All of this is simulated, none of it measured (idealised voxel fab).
Process module name: voxel self aligned contacts
Cross-section cut: width 220 nm, square cells of 5 nm.
Cross-section format: a grid of square cells, given as bands from top to bottom; each band is one or more rows of cells.
Quick guide to a band line: top height, bottom height (nm) up front; then every material left to right with its width in nm. Only one material and it's marked "throughout"? Then it fills the band edge to edge. And "blank" just means empty space.
Heights are expressed relative to 0, this being the level below which the as-received wafer comprises one material exclusively. The lowest band is unbounded in the downward direction and is denoted as in "0..down".
Width "30..40": first value at the band's top row of cells, second value at its bottom row, equal change from row to row.
Key: "same as before" - step with no changed cell in the cross-section.
"Trapped void list" contains a list of empty spaces, each no smaller than 8 cells and without an open way to the top, written in the form width x height at distance with the distance from the left edge and all three in nm.
Formally, on a step line, whatever follows the settings is a remark that the simulator itself makes on the step.
When a step includes a mask, the "overlay nm" setting on its line states how far to the right of its planned place that mask lay, and negative values state how far to the left.

The following list gives the planned process steps
1: RECEIVE | material Si
2: CONFORMAL_DEP | material SiO2 | thk nm 5
3: DIRECTIONAL_DEP | material polySi | thk nm 25
4: DIRECTIONAL_DEP | material SiN | thk nm 25
5: DIRECTIONAL_DEP | material aC | thk nm 15
6: PATTERN | tone cover | mask id GATE | material resist | width nm 25 | pitch nm 70 | thk nm 30 | overlay nm 0
7: DIRECTIONAL_ETCH | etch materials aC | depth nm 15
8: STRIP | etch materials resist
9: DIRECTIONAL_ETCH | etch materials SiN | depth nm 25
10: DIRECTIONAL_ETCH | etch materials polySi | depth nm 25
11: STRIP | etch materials aC
12: CONFORMAL_DEP | material SiN | thk nm 10
13: DIRECTIONAL_ETCH | etch materials SiN | depth nm 10
14: FILL_DEP | material SiO2 | thk nm 20
15: CMP | height nm 65
16: PATTERN | tone open | mask id CONTACT | material resist | width nm 55 | thk nm 20 | overlay nm 0
17: DIRECTIONAL_ETCH | etch materials SiO2 | depth nm 65
18: STRIP | etch materials resist
19: CONFORMAL_DEP | material TiN | thk nm 5
20: FILL_DEP | material W | thk nm 10
21: CMP | height nm 65
22: CONFORMAL_DEP | material SiN | thk nm 5

First wafer, two in total, run as planned

Wafer at receipt (post step 1), cross-section
    0..down  Si throughout
    Trapped void list: none

Cross-section of the wafer subsequent to step 2
    5..0  SiO2 throughout
    Rest of section, below 0: as before.

Cross-section of the wafer subsequent to step 3
    30..5  polySi throughout
    Rest of section, below 5: as before.

Cross-section of the wafer subsequent to step 4
    55..30  SiN throughout
    Rest of section, below 30: as before.

Cross-section of the wafer subsequent to step 5
    70..55  aC throughout
    Rest of section, below 55: as before.

Cross-section of the wafer subsequent to step 6
    100..70  60 of blank, 25 of resist, 45 of blank, 25 of resist, 65 of blank
    Rest of section, below 70: as before.

Cross-section of the wafer subsequent to step 7
    85..70  60 of blank, 25 of resist, 45 of blank, 25 of resist, 65 of blank
    70..55  60 of blank, 25 of aC, 45 of blank, 25 of aC, 65 of blank
    Rest of section, below 55: as before.

Cross-section of the wafer subsequent to step 8
    70..55  60 of blank, 25 of aC, 45 of blank, 25 of aC, 65 of blank
    Rest of section, below 55: as before.

Cross-section of the wafer subsequent to step 9
    70..55  60 of blank, 25 of aC, 45 of blank, 25 of aC, 65 of blank
    55..30  60 of blank, 25 of SiN, 45 of blank, 25 of SiN, 65 of blank
    Rest of section, below 30: as before.

Cross-section of the wafer subsequent to step 10
    70..55  60 of blank, 25 of aC, 45 of blank, 25 of aC, 65 of blank
    55..30  60 of blank, 25 of SiN, 45 of blank, 25 of SiN, 65 of blank
    30..5  60 of blank, 25 of polySi, 45 of blank, 25 of polySi, 65 of blank
    Rest of section, below 5: as before.

Cross-section of the wafer subsequent to step 11
    55..30  60 of blank, 25 of SiN, 45 of blank, 25 of SiN, 65 of blank
    Rest of section, below 30: as before.

Cross-section of the wafer subsequent to step 12
    65..30  50 of blank, 45 of SiN, 25 of blank, 45 of SiN, 55 of blank
    30..15  50 of blank, 10 of SiN, 25 of polySi, 10 of SiN, 25 of blank, 10 of SiN, 25 of polySi, 10 of SiN, 55 of blank
    15..5  60 of SiN, 25 of polySi, 45 of SiN, 25 of polySi, 65 of SiN
    Rest of section, below 5: as before.

Cross-section of the wafer subsequent to step 13
    55..30  50 of blank, 45 of SiN, 25 of blank, 45 of SiN, 55 of blank
    30..5  50 of blank, 10 of SiN, 25 of polySi, 10 of SiN, 25 of blank, 10 of SiN, 25 of polySi, 10 of SiN, 55 of blank
    Rest of section, below 5: as before.

Cross-section of the wafer subsequent to step 14
    75..55  SiO2 throughout
    55..30  50 of SiO2, 45 of SiN, 25 of SiO2, 45 of SiN, 55 of SiO2
    30..5  50 of SiO2, 10 of SiN, 25 of polySi, 10 of SiN, 25 of SiO2, 10 of SiN, 25 of polySi, 10 of SiN, 55 of SiO2
    Rest of section, below 5: as before.

Cross-section of the wafer subsequent to step 15
    65..55  SiO2 throughout
    Rest of section, below 55: as before.

Cross-section of the wafer subsequent to step 16
    85..65  80 of resist, 55 of blank, 85 of resist
    Rest of section, below 65: as before.

Cross-section of the wafer subsequent to step 17
    85..65  80 of resist, 55 of blank, 85 of resist
    65..55  80 of SiO2, 55 of blank, 85 of SiO2
    55..30  50 of SiO2, 45 of SiN, 25 of blank, 45 of SiN, 55 of SiO2
    30..5  50 of SiO2, 10 of SiN, 25 of polySi, 10 of SiN, 25 of blank, 10 of SiN, 25 of polySi, 10 of SiN, 55 of SiO2
    5..0  95 of SiO2, 25 of blank, 100 of SiO2
    Rest of section, below 0: as before.

Cross-section of the wafer subsequent to step 18
    65..55  80 of SiO2, 55 of blank, 85 of SiO2
    Rest of section, below 55: as before.

Cross-section of the wafer subsequent to step 19
    70..65  85 of TiN, 45 of blank, 90 of TiN
    65..55  80 of SiO2, 5..20 of TiN, 45..15 of blank, 5..20 of TiN, 85 of SiO2
    55..30  50 of SiO2, 45 of SiN, 5 of TiN, 15 of blank, 5 of TiN, 45 of SiN, 55 of SiO2
    30..5  50 of SiO2, 10 of SiN, 25 of polySi, 10 of SiN, 5 of TiN, 15 of blank, 5 of TiN, 10 of SiN, 25 of polySi, 10 of SiN, 55 of SiO2
    5..0  95 of SiO2, 25 of TiN, 100 of SiO2
    Rest of section, below 0: as before.

Cross-section of the wafer subsequent to step 20
    80..70  W throughout
    70..65  85 of TiN, 45 of W, 90 of TiN
    65..55  80 of SiO2, 5..20 of TiN, 45..15 of W, 5..20 of TiN, 85 of SiO2
    55..30  50 of SiO2, 45 of SiN, 5 of TiN, 15 of W, 5 of TiN, 45 of SiN, 55 of SiO2
    30..5  50 of SiO2, 10 of SiN, 25 of polySi, 10 of SiN, 5 of TiN, 15 of W, 5 of TiN, 10 of SiN, 25 of polySi, 10 of SiN, 55 of SiO2
    Rest of section, below 5: as before.

Cross-section of the wafer subsequent to step 21
    65..55  80 of SiO2, 5..20 of TiN, 45..15 of W, 5..20 of TiN, 85 of SiO2
    Rest of section, below 55: as before.

Cross-section of the wafer subsequent to step 22
    70..65  SiN throughout
    Rest of section, below 65: as before.

Okay, second wafer. Nothing different at the start, nothing different in the plan, just one mistake somewhere in the running. As far as step 11, counting that step, it's the first wafer all over again

Look at the second wafer in cross-section at the time step 12 ought to have finished: same as before

Look at the second wafer in cross-section at the time step 13 ought to have finished
    45..30  60 of blank, 25 of SiN, 45 of blank, 25 of SiN, 65 of blank
    Rest of section, below 30: as before.

Look at the second wafer in cross-section at the time step 14 ought to have finished
    65..45  SiO2 throughout
    45..30  60 of SiO2, 25 of SiN, 45 of SiO2, 25 of SiN, 65 of SiO2
    30..5  60 of SiO2, 25 of polySi, 45 of SiO2, 25 of polySi, 65 of SiO2
    Rest of section, below 5: as before.

Look at the second wafer in cross-section at the time step 15 ought to have finished: same as before

Look at the second wafer in cross-section at the time step 16 ought to have finished
    85..65  80 of resist, 55 of blank, 85 of resist
    Rest of section, below 65: as before.

Look at the second wafer in cross-section at the time step 17 ought to have finished
    85..65  80 of resist, 55 of blank, 85 of resist
    65..45  80 of SiO2, 55 of blank, 85 of SiO2
    45..30  60 of SiO2, 25 of SiN, 45 of blank, 25 of SiN, 65 of SiO2
    30..5  60 of SiO2, 25 of polySi, 45 of blank, 25 of polySi, 65 of SiO2
    5..0  85 of SiO2, 45 of blank, 90 of SiO2
    Rest of section, below 0: as before.

Look at the second wafer in cross-section at the time step 18 ought to have finished
    65..45  80 of SiO2, 55 of blank, 85 of SiO2
    Rest of section, below 45: as before.

Look at the second wafer in cross-section at the time step 19 ought to have finished
    70..65  85 of TiN, 45 of blank, 90 of TiN
    65..50  80 of SiO2, 5 of TiN, 45 of blank, 5 of TiN, 85 of SiO2
    50..45  80 of SiO2, 10 of TiN, 35 of blank, 10 of TiN, 85 of SiO2
    45..30  60 of SiO2, 25 of SiN, 5 of TiN, 35 of blank, 5 of TiN, 25 of SiN, 65 of SiO2
    30..5  60 of SiO2, 25 of polySi, 5 of TiN, 35 of blank, 5 of TiN, 25 of polySi, 65 of SiO2
    5..0  85 of SiO2, 45 of TiN, 90 of SiO2
    Rest of section, below 0: as before.

Look at the second wafer in cross-section at the time step 20 ought to have finished
    80..70  W throughout
    70..65  85 of TiN, 45 of W, 90 of TiN
    65..50  80 of SiO2, 5 of TiN, 45 of W, 5 of TiN, 85 of SiO2
    50..45  80 of SiO2, 10 of TiN, 35 of W, 10 of TiN, 85 of SiO2
    45..30  60 of SiO2, 25 of SiN, 5 of TiN, 35 of W, 5 of TiN, 25 of SiN, 65 of SiO2
    30..5  60 of SiO2, 25 of polySi, 5 of TiN, 35 of W, 5 of TiN, 25 of polySi, 65 of SiO2
    Rest of section, below 5: as before.

Look at the second wafer in cross-section at the time step 21 ought to have finished
    65..50  80 of SiO2, 5 of TiN, 45 of W, 5 of TiN, 85 of SiO2
    Rest of section, below 50: as before.

Look at the second wafer in cross-section at the time step 22 ought to have finished
    70..65  SiN throughout
    Rest of section, below 65: as before.
The plan and the run diverged here: yeah, step 12 of the plan got skipped, never ran
at the end the second wafer has, in cells: SiN: 100 fewer | SiO2: 52 more | W: 48 more
